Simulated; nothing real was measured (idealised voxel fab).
process module | voxel double patterning
cross-section cut | 235 nm wide | cells 5 nm
A cross-section is a grid of square cells, given in bands from the top down. A band is one or more rows of cells.
Each band's line starts with the height of the band's top and of its bottom, in nm. Then come its materials from left to right, each with its width in nm. One material with "throughout" fills the band from edge to edge. "air" is empty space.
Height 0 is the level under which the wafer as received is all one material. The lowest band goes on downwards, as in "0 down".
A width such as "30 to 40" changes by the same amount from each row of cells to the next, from the band's top row to its bottom row.
"no change" after a step means that no cell of the cross-section changed.
closed voids: empty space of 8 cells or more with no open way to the top, each as width x height at its distance from the left edge, in nm
after a step's settings: what the simulator itself notes on the step
overlay nm, on a step with a mask: how far to the right of its planned place the mask lay; to the left if negative
plan
1 op RECEIVE | material Si
2 op CONFORMAL_DEP | material SiN | thk nm 5
3 op DIRECTIONAL_DEP | material SiO2 | thk nm 15
4 op DIRECTIONAL_DEP | material SiCN | thk nm 10
5 op PATTERN | tone open | mask id FIRST | material resist | width nm 15 | pitch nm 50 | thk nm 15 | overlay nm 0
6 op DIRECTIONAL_ETCH | etch materials SiCN | depth nm 10
7 op STRIP | etch materials resist
8 op MASKED_ETCH | tone open | mask id SECOND | width nm 15 | etch materials SiCN | depth nm 10 | overlay nm 0
9 op DIRECTIONAL_ETCH | etch materials SiO2 | depth nm 15
10 op STRIP | etch materials SiCN
first wafer, as planned
as received, after step 1
  0 down: Si throughout
  closed voids: none
after step 2
  5 to 0: SiN throughout
  below 0: unchanged
after step 3
  20 to 5: SiO2 throughout
  below 5: unchanged
after step 4
  30 to 20: SiCN throughout
  below 20: unchanged
after step 5
  45 to 30: resist 85 | air 15 | resist 35 | air 15 | resist 85
  below 30: unchanged
after step 6
  45 to 30: resist 85 | air 15 | resist 35 | air 15 | resist 85
  30 to 20: SiCN 85 | air 15 | SiCN 35 | air 15 | SiCN 85
  below 20: unchanged
after step 7
  30 to 20: SiCN 85 | air 15 | SiCN 35 | air 15 | SiCN 85
  below 20: unchanged
after step 8
  30 to 20: SiCN 85 | air 15 | SiCN 10 | air 15 | SiCN 10 | air 15 | SiCN 85
  below 20: unchanged
after step 9
  30 to 20: SiCN 85 | air 15 | SiCN 10 | air 15 | SiCN 10 | air 15 | SiCN 85
  20 to 5: SiO2 85 | air 15 | SiO2 10 | air 15 | SiO2 10 | air 15 | SiO2 85
  below 5: unchanged
after step 10
  20 to 5: SiO2 85 | air 15 | SiO2 10 | air 15 | SiO2 10 | air 15 | SiO2 85
  below 5: unchanged
second wafer: like start, like plan, one mistake. Through step 1 it matches the first wafer
when step 2 should have ended
  15 to 0: SiO2 throughout
  below 0: unchanged
when step 3 should have ended
  20 to 15: SiN throughout
  below 15: unchanged
when step 4 should have ended
  30 to 20: SiCN throughout
  below 20: unchanged
when step 5 should have ended
  45 to 30: resist 85 | air 15 | resist 35 | air 15 | resist 85
  below 30: unchanged
when step 6 should have ended
  45 to 30: resist 85 | air 15 | resist 35 | air 15 | resist 85
  30 to 20: SiCN 85 | air 15 | SiCN 35 | air 15 | SiCN 85
  below 20: unchanged
when step 7 should have ended
  30 to 20: SiCN 85 | air 15 | SiCN 35 | air 15 | SiCN 85
  below 20: unchanged
when step 8 should have ended
  30 to 20: SiCN 85 | air 15 | SiCN 10 | air 15 | SiCN 10 | air 15 | SiCN 85
  below 20: unchanged
when step 9 should have ended: no change
when step 10 should have ended
  20 to 15: SiN throughout
  below 15: unchanged
what went wrong: steps 2 and 3 were swapped
at the end the second wafer has, in cells: 27 more of SiO2
